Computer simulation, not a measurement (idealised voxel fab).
Process module in this document: voxel transistor to metal
Section shown: cut. Width: 290 nm. Cell size: 5 nm, square.
The cross-sections in this document take the form of a grid made of square cells. They are written out as bands, in order from top to bottom. Each band consists of one or more rows of cells. Heights first: top, then bottom, in nm. Then materials, left to right, each with a width in nm. "edge to edge" on a single material: fills the band edge to edge. "empty": empty space. Height is counted from the level 0, under which the received wafer is composed throughout of one material. The lowest of the bands is not closed at the bottom but continues downward, in the notation "0 -> down". A width such as "30 to 40" changes by the same amount from each row of cells to the next, from the band's top row to its bottom row. "no modifications" for a step: no cell of the cross-section changed in that step. The label "Closed void listing" introduces a list of the empty spaces, 8 cells or larger, that have no open way up to the top; each entry in it reads width x height at distance, where the distance is taken from the left edge and all three are stated in nm. Step line, after settings: the simulator's comment on this step. You can add "overlay nm" to a step's line. For a step with a mask, it describes how far the mask lay to the right of its planned position, and a negative number describes a lay to the left.

**List of planned process steps**
- 1: RECEIVE, material Si
- 2: OXIDIZE, depth nm 5
- 3: CONFORMAL_DEP, material SiN, thk nm 10
- 4: DIRECTIONAL_DEP, material aC, thk nm 10
- 5: PATTERN, tone cover, mask id ACTIVE, material resist, width nm 100, pitch nm 125, thk nm 30, overlay nm 0
- 6: DIRECTIONAL_ETCH, etch materials aC, depth nm 10
- 7: STRIP, etch materials resist
- 8: DIRECTIONAL_ETCH, etch materials SiN, depth nm 10
- 9: DIRECTIONAL_ETCH, etch materials SiO2, depth nm 5
- 10: DIRECTIONAL_ETCH, etch materials Si, depth nm 20
- 11: STRIP, etch materials aC
- 12: OXIDIZE, depth nm 5
- 13: FILL_DEP, material SiO2, thk nm 5
- 14: CMP, height nm 10
- 15: SELECTIVE_ETCH, etch materials SiO2, depth nm 5
- 16: STRIP, etch materials SiN
- 17: SELECTIVE_ETCH, etch materials SiO2, depth nm 5
- 18: OXIDIZE, depth nm 5
- 19: DIRECTIONAL_DEP, material polySi, thk nm 30
- 20: DIRECTIONAL_DEP, material SiCN, thk nm 10
- 21: MASKED_ETCH, tone cover, mask id GATE, width nm 30, pitch nm 125, etch materials SiCN, depth nm 20, overlay nm 0
- 22: MASKED_ETCH, tone cover, mask id GATE, width nm 30, pitch nm 125, etch materials polySi, depth nm 40, overlay nm 0
- 23: CONFORMAL_DEP, material SiN, thk nm 5
- 24: DIRECTIONAL_ETCH, etch materials SiN, depth nm 5
- 25: DIRECTIONAL_ETCH, etch materials SiO2, depth nm 5
- 26: DIRECTIONAL_ETCH, etch materials Si, depth nm 10
- 27: EPI, material SiGe, thk nm 10
- 28: FILL_DEP, material SiO2, thk nm 5
- 29: CMP, height nm 25
- 30: STRIP, etch materials polySi
- 31: SELECTIVE_ETCH, etch materials SiO2, depth nm 5
- 32: CONFORMAL_DEP, material HfO2, thk nm 5
- 33: CONFORMAL_DEP, material TiN, thk nm 5
- 34: FILL_DEP, material W, thk nm 5
- 35: CMP, height nm 20
- 36: DIRECTIONAL_DEP, material SiO2, thk nm 10
- 37: DIRECTIONAL_DEP, material aC, thk nm 15
- 38: PATTERN, tone open, mask id CONTACT, material resist, width nm 15, thk nm 30, overlay nm 0
- 39: DIRECTIONAL_ETCH, etch materials aC, depth nm 15
- 40: STRIP, etch materials resist
- 41: DIRECTIONAL_ETCH, etch materials SiO2, depth nm 40
- 42: STRIP, etch materials aC
- 43: CONFORMAL_DEP, material TiN, thk nm 5
- 44: FILL_DEP, material Ru, thk nm 5
- 45: CMP, height nm 30
- 46: CONFORMAL_DEP, material SiN, thk nm 5
- 47: DIRECTIONAL_DEP, material lowk, thk nm 25
- 48: PATTERN, tone open, mask id METAL_1, material resist, width nm 15, thk nm 20, overlay nm 0
- 49: DIRECTIONAL_ETCH, etch materials lowk, depth nm 25
- 50: DIRECTIONAL_ETCH, etch materials SiN, depth nm 5
- 51: STRIP, etch materials resist
- 52: CONFORMAL_DEP, material TiN, thk nm 5
- 53: FILL_DEP, material Cu, thk nm 5
- 54: CMP, height nm 60
- 55: CONFORMAL_DEP, material SiN, thk nm 5

**Incoming wafer, cross-sectional view, post step 1**
	0 -> down  Si edge to edge
	Closed void listing: none

**Cross-sectional result after module completion. Note: starting condition and plan are unchanged from above; one processing mistake was made**
	65 -> 60  SiN edge to edge
	60 -> 35  lowk (35) | TiN (5) | Cu (5) | TiN (5) | lowk (60) | TiN (5) | Cu (5) | TiN (5) | lowk (35) | TiN (5) | Cu (5) | TiN (5) | lowk (60) | TiN (5) | Cu (5) | TiN (5) | lowk (40)
	35 -> 30  SiN (35) | TiN (15) | SiN (60) | TiN (15) | SiN (35) | TiN (15) | SiN (60) | TiN (15) | SiN (40)
	30 -> 20  SiO2 (35) | TiN (5) | Ru (5) | TiN (5) | SiO2 (60) | TiN (5) | Ru (5) | TiN (5) | SiO2 (35) | TiN (5) | Ru (5) | TiN (5) | SiO2 (60) | TiN (5) | Ru (5) | TiN (5) | SiO2 (40)
	20 -> 0  SiO2 (35) | TiN (5) | Ru (5) | TiN (5) | SiO2 (10) | SiN (5) | HfO2 (5) | TiN (5) | W (10) | TiN (5) | HfO2 (5) | SiN (5) | SiO2 (10) | TiN (5) | Ru (5) | TiN (5) | SiO2 (35) | TiN (5) | Ru (5) | TiN (5) | SiO2 (10) | SiN (5) | HfO2 (5) | TiN (5) | W (10) | TiN (5) | HfO2 (5) | SiN (5) | SiO2 (10) | TiN (5) | Ru (5) | TiN (5) | SiO2 (40)
	0 -> -5  SiO2 (20) | SiN (5) | SiO2 (10) | TiN (5) | Ru (5) | TiN (5) | SiGe (10) | SiN (5) | HfO2 (5) | TiN (20) | HfO2 (5) | SiN (5) | SiGe (10) | TiN (5) | Ru (5) | TiN (5) | SiO2 (10) | SiN (5) | SiO2 (5) | SiN (5) | SiO2 (10) | TiN (5) | Ru (5) | TiN (5) | SiGe (10) | SiN (5) | HfO2 (5) | TiN (20) | HfO2 (5) | SiN (5) | SiGe (10) | TiN (5) | Ru (5) | TiN (5) | SiO2 (10) | SiN (5) | SiO2 (25)
	-5 -> -10  SiO2 (35) | TiN (15) | SiGe (10) | HfO2 (40) | SiGe (10) | TiN (15) | SiO2 (35) | TiN (15) | SiGe (10) | HfO2 (40) | SiGe (10) | TiN (15) | SiO2 (40)
	-10 -> -20  SiO2 (30) | SiGe (30) | Si (40) | SiGe (30) | SiO2 (25) | SiGe (30) | Si (40) | SiGe (30) | SiO2 (35)
	-20 -> -30  SiO2 (30) | Si (100) | SiO2 (25) | Si (100) | SiO2 (35)
	-30 -> down  Si edge to edge
	Closed void listing: none
Short version of what went wrong: step 5: run off-plan, actual operation and settings PATTERN, tone cover, mask id ACTIVE, material resist, width nm 110, pitch nm 125, thk nm 30, overlay nm 0
